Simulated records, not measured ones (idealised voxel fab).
Process module, titled voxel ribs on slabs
We display cut, a cross-section 265 nm in width whose square cells are each 5 nm.
Cross-section, as written here: a square-cell grid given band by band from the top down, where a band holds one or more rows of cells.
A band entry consists of two parts. The first gives the height of the band's top and the height of its bottom, in nm. The rest lists the band's materials from left to right, each with its width in nm. A single material labelled with the word "full width" fills the band from edge to edge, and the word "blank" marks empty space.
Where do heights start? At 0: under that level the wafer as delivered is made of one material only. And the lowest band has no floor; it just carries on downward, as in "0 -> down".
You'd read "30 to 40" like this: the band's top row of cells is as wide as the first number, its bottom row is as wide as the second, and going down, every row changes width by the same amount as the row before did.
You'll sometimes find "remains unaltered" written for a step, and that's the way of saying that nowhere in the cross-section did a cell change during that step.
Under "Sealed void inventory" you'll find the enclosed gaps, the ones with no way out to the top, that are 8 cells or bigger; each reads width x height at distance, with distance counted from the left edge, everything in nm.
Formally, on a step line, whatever follows the settings is a remark that the simulator itself makes on the step.
If you see "overlay nm" on a step's line and that step has a mask, it's telling you how far right of where it was planned the mask ended up; a negative number means it went left instead.
-- The following list gives the planned process steps
1,RECEIVE [material Si]
2,DIRECTIONAL_DEP [material SiO2] [thk nm 30]
3,DIRECTIONAL_DEP [material polySi] [thk nm 20]
4,PATTERN [tone cover] [mask id RIB] [material resist] [width nm 30] [thk nm 15] [overlay nm 0]
5,DIRECTIONAL_ETCH [etch materials polySi] [depth nm 5]
6,STRIP [etch materials resist]
7,MASKED_ETCH [tone cover] [mask id SLAB] [width nm 60] [etch materials polySi] [depth nm 15] [overlay nm 0]
8,FILL_DEP [material SiO2] [thk nm 20]
9,CMP [height nm 60]
10,DIRECTIONAL_DEP [material TiN] [thk nm 10]
11,PATTERN [tone cover] [mask id HEATER] [material resist] [width nm 40] [thk nm 15] [overlay nm 0]
12,DIRECTIONAL_ETCH [etch materials TiN] [depth nm 10]
13,STRIP [etch materials resist]
14,CONFORMAL_DEP [material SiN] [thk nm 10]
-- Cross-section of the incoming wafer, state after step 1
	0 -> down | Si full width
	Sealed void inventory: none
-- First of two wafers, end-of-module section, run followed plan
	80 -> 70 | blank 100 nm, then SiN 60 nm, then blank 105 nm
	70 -> 60 | SiN 110 nm, then TiN 40 nm, then SiN 115 nm
	60 -> 50 | SiO2 full width
	50 -> 45 | SiO2 115 nm, then polySi 30 nm, then SiO2 120 nm
	45 -> 30 | SiO2 100 nm, then polySi 60 nm, then SiO2 105 nm
	30 -> 0 | SiO2 full width
	0 -> down | Si full width
	Sealed void inventory: none
-- Wafer two cross-section, module end. Start and plan unchanged from wafer one; one mistake made during the run
	80 -> 70 | blank 100 nm, then SiN 60 nm, then blank 105 nm
	70 -> 60 | SiN 110 nm, then TiN 40 nm, then SiN 115 nm
	60 -> 50 | SiO2 full width
	50 -> 45 | SiO2 115 nm, then polySi 30 nm, then SiO2 120 nm
	45 -> 30 | SiO2 110 nm, then polySi 60 nm, then SiO2 95 nm
	30 -> 0 | SiO2 full width
	0 -> down | Si full width
	Sealed void inventory: none
What was the processing mistake? off-plan run, step 7, actual operation and settings MASKED_ETCH [tone cover] [mask id SLAB] [width nm 60] [etch materials polySi] [depth nm 15] [overlay nm 10]
Cell counts per material: same on both final wafers. Positions: different.
